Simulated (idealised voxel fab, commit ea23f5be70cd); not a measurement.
The name of this process module is voxel self aligned vias.
Displayed cross-section: cut, width of 285 nm, square cells sized 5 nm.
A cross-section in this document is a grid of square cells, and it is written down as bands, the top band listed before the ones below it; a band is made up of one or more rows of cells. This entry defines a band. It first specifies the height of the band's top and the height of its bottom in nm, and then specifies the band's materials from left to right, stating each material with its width in nm. The word "throughout" identifies a single material that fills the band from edge to edge, while the word "blank" identifies empty space. Below 0: as-received wafer, all one material; heights counted from there. Lowest band: no bottom, goes on down, written "0..down". Per-row width for "30 to 40": begins at first number (top row of band), ends at second number (bottom row), increment between rows held constant. Where a step carries "nothing got changed", the cross-section came out of it unchanged, cell for cell. Each empty space that has no open way to the top and spans at least 8 cells appears under "Enclosed empty spaces" as width x height at distance, the distance counted from the left edge, all in nm. Formally, on a step line, whatever follows the settings is a remark that the simulator itself makes on the step. You can add "overlay nm" to a step's line. For a step with a mask, it describes how far the mask lay to the right of its planned position, and a negative number describes a lay to the left.
List of planned process steps:
step 1: op RECEIVE | material Si
step 2: op CONFORMAL_DEP | material SiO2 | thk nm 10
step 3: op CONFORMAL_DEP | material SiCN | thk nm 5
step 4: op DIRECTIONAL_DEP | material lowk | thk nm 30
step 5: op MASKED_ETCH | tone open | mask id LINES | width nm 30 | pitch nm 75 | etch materials lowk | depth nm 30 | overlay nm 0
step 6: op CONFORMAL_DEP | material TiN | thk nm 5
step 7: op FILL_DEP | material Ru | thk nm 5
step 8: op CMP | height nm 45
step 9: op SELECTIVE_ETCH | etch materials W Ru TiN | depth nm 5
step 10: op FILL_DEP | material SiN | thk nm 5
step 11: op CMP | height nm 45
step 12: op DIRECTIONAL_DEP | material lowk | thk nm 20
step 13: op MASKED_ETCH | tone open | mask id VIAS | width nm 50 | pitch nm 75 | etch materials lowk | depth nm 20 | overlay nm 0
step 14: op MASKED_ETCH | tone open | mask id VIAS | width nm 50 | pitch nm 75 | etch materials SiN | depth nm 5 | overlay nm 0
step 15: op CONFORMAL_DEP | material TiN | thk nm 5
step 16: op FILL_DEP | material Cu | thk nm 5
step 17: op CMP | height nm 65
step 18: op CONFORMAL_DEP | material SiCN | thk nm 5
Cross-section: wafer on arrival = after step 1:
0..down: Si throughout
Enclosed empty spaces: none
First wafer at the end, as planned:
70..65: SiCN throughout
65..50: lowk (80), then TiN (5), then Cu (40), then TiN (5), then lowk (25), then TiN (5), then Cu (40), then TiN (5), then lowk (80)
50..45: lowk (80), then TiN (15), then Cu (20), then TiN (15), then lowk (25), then TiN (15), then Cu (20), then TiN (15), then lowk (80)
45..40: lowk (90), then TiN (30), then lowk (45), then TiN (30), then lowk (90)
40..20: lowk (90), then TiN (5), then Ru (20), then TiN (5), then lowk (45), then TiN (5), then Ru (20), then TiN (5), then lowk (90)
20..15: lowk (90), then TiN (30), then lowk (45), then TiN (30), then lowk (90)
15..10: SiCN throughout
10..0: SiO2 throughout
0..down: Si throughout
Enclosed empty spaces: none
Cross-sectional image of the second wafer of the two following completion of the module. Starting state and process plan were the same as for the first wafer; one execution error occurred:
70..65: SiCN throughout
65..45: lowk (80), then TiN (5), then Cu (40), then TiN (5), then lowk (25), then TiN (5), then Cu (40), then TiN (5), then lowk (80)
45..40: SiN (80), then TiN (50), then SiN (25), then TiN (50), then SiN (80)
40..35: lowk (90), then SiN (30), then lowk (45), then SiN (30), then lowk (90)
35..20: lowk (90), then TiN (5), then Ru (20), then TiN (5), then lowk (45), then TiN (5), then Ru (20), then TiN (5), then lowk (90)
20..15: lowk (90), then TiN (30), then lowk (45), then TiN (30), then lowk (90)
15..10: SiCN throughout
10..0: SiO2 throughout
0..down: Si throughout
Enclosed empty spaces: none
What went wrong in running the wafer? it should be noted that step 8 was executed with settings other than those planned, the operation and settings actually applied being op CMP | height nm 40
Final difference in cells, second wafer against first, listed per material as more or fewer: 8 more of Cu, 8 fewer of Ru, 49 more of SiN, 4 fewer of TiN, 45 fewer of lowk
